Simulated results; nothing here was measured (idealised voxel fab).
process module | voxel ribs on slabs
cross-section cut | 295 nm wide | cells 5 nm
A cross-section is a grid of square cells, given in bands from the top down. A band is one or more rows of cells.
Each band's line starts with the height of the band's top and of its bottom, in nm. Then come its materials from left to right, each with its width in nm. One material with "throughout" fills the band from edge to edge. "air" is empty space.
Height 0 is the level under which the wafer as received is all one material. The lowest band goes on downwards, as in "0 down".
A width such as "30 to 40" changes by the same amount from each row of cells to the next, from the band's top row to its bottom row.
"no change" after a step means that no cell of the cross-section changed.
closed voids: empty space of 8 cells or more with no open way to the top, each as width x height at its distance from the left edge, in nm
after a step's settings: what the simulator itself notes on the step
overlay nm, on a step with a mask: how far to the right of its planned place the mask lay; to the left if negative
plan
1 op RECEIVE | material Si
2 op DIRECTIONAL_DEP | material SiO2 | thk nm 20
3 op DIRECTIONAL_DEP | material SiN | thk nm 15
4 op MASKED_ETCH | tone cover | mask id RIB | width nm 20 | etch materials SiN | depth nm 5 | overlay nm 0
5 op DIRECTIONAL_DEP | material aC | thk nm 15
6 op PATTERN | tone cover | mask id SLAB | material resist | width nm 50 | thk nm 30 | overlay nm 0
7 op DIRECTIONAL_ETCH | etch materials aC | depth nm 15
8 op STRIP | etch materials resist
9 op DIRECTIONAL_ETCH | etch materials SiN | depth nm 10
10 op STRIP | etch materials aC
11 op FILL_DEP | material SiO2 | thk nm 20
12 op CMP | height nm 45
13 op DIRECTIONAL_DEP | material TiN | thk nm 5
14 op PATTERN | tone cover | mask id HEATER | material resist | width nm 30 | thk nm 15 | overlay nm 0
15 op DIRECTIONAL_ETCH | etch materials TiN | depth nm 5
16 op STRIP | etch materials resist
17 op CONFORMAL_DEP | material SiO2 | thk nm 10
first wafer, as planned
as received, after step 1
  0 down: Si throughout
  closed voids: none
after step 2
  20 to 0: SiO2 throughout
  below 0: unchanged
after step 3
  35 to 20: SiN throughout
  below 20: unchanged
after step 4
  35 to 30: air 135 | SiN 20 | air 140
  below 30: unchanged
after step 5
  50 to 45: air 135 | aC 20 | air 140
  45 to 35: aC throughout
  35 to 30: aC 135 | SiN 20 | aC 140
  below 30: unchanged
after step 6
  80 to 50: air 120 | resist 50 | air 125
  50 to 45: air 120 | resist 15 | aC 20 | resist 15 | air 125
  below 45: unchanged
after step 7
  65 to 50: air 120 | resist 50 | air 125
  50 to 45: air 120 | resist 15 | aC 20 | resist 15 | air 125
  45 to 35: air 120 | aC 50 | air 125
  35 to 30: air 120 | aC 15 | SiN 20 | aC 15 | air 125
  below 30: unchanged
after step 8
  50 to 45: air 135 | aC 20 | air 140
  below 45: unchanged
after step 9
  50 to 45: air 135 | aC 20 | air 140
  45 to 35: air 120 | aC 50 | air 125
  35 to 30: air 120 | aC 15 | SiN 20 | aC 15 | air 125
  30 to 20: air 120 | SiN 50 | air 125
  below 20: unchanged
after step 10
  35 to 30: air 135 | SiN 20 | air 140
  below 30: unchanged
after step 11
  55 to 35: SiO2 throughout
  35 to 30: SiO2 135 | SiN 20 | SiO2 140
  30 to 20: SiO2 120 | SiN 50 | SiO2 125
  below 20: unchanged
after step 12
  45 to 35: SiO2 throughout
  below 35: unchanged
after step 13
  50 to 45: TiN throughout
  below 45: unchanged
after step 14
  65 to 50: air 130 | resist 30 | air 135
  below 50: unchanged
after step 15
  65 to 50: air 130 | resist 30 | air 135
  50 to 45: air 130 | TiN 30 | air 135
  below 45: unchanged
after step 16
  50 to 45: air 130 | TiN 30 | air 135
  below 45: unchanged
after step 17
  60 to 55: air 120 | SiO2 50 | air 125
  55 to 50: SiO2 throughout
  50 to 45: SiO2 130 | TiN 30 | SiO2 135
  below 45: unchanged
second wafer: like start, like plan, one mistake. Through step 13 it matches the first wafer
when step 14 should have ended
  65 to 50: air 135 | resist 30 | air 130
  below 50: unchanged
when step 15 should have ended
  65 to 50: air 135 | resist 30 | air 130
  50 to 45: air 135 | TiN 30 | air 130
  below 45: unchanged
when step 16 should have ended
  50 to 45: air 135 | TiN 30 | air 130
  below 45: unchanged
when step 17 should have ended
  60 to 55: air 125 | SiO2 50 | air 120
  55 to 50: SiO2 throughout
  50 to 45: SiO2 135 | TiN 30 | SiO2 130
  below 45: unchanged
what went wrong: step 14 ran as: op PATTERN | tone cover | mask id HEATER | material resist | width nm 30 | thk nm 15 | overlay nm 5
at the end the second wafer has, in cells: as many of each material as the first, in other places
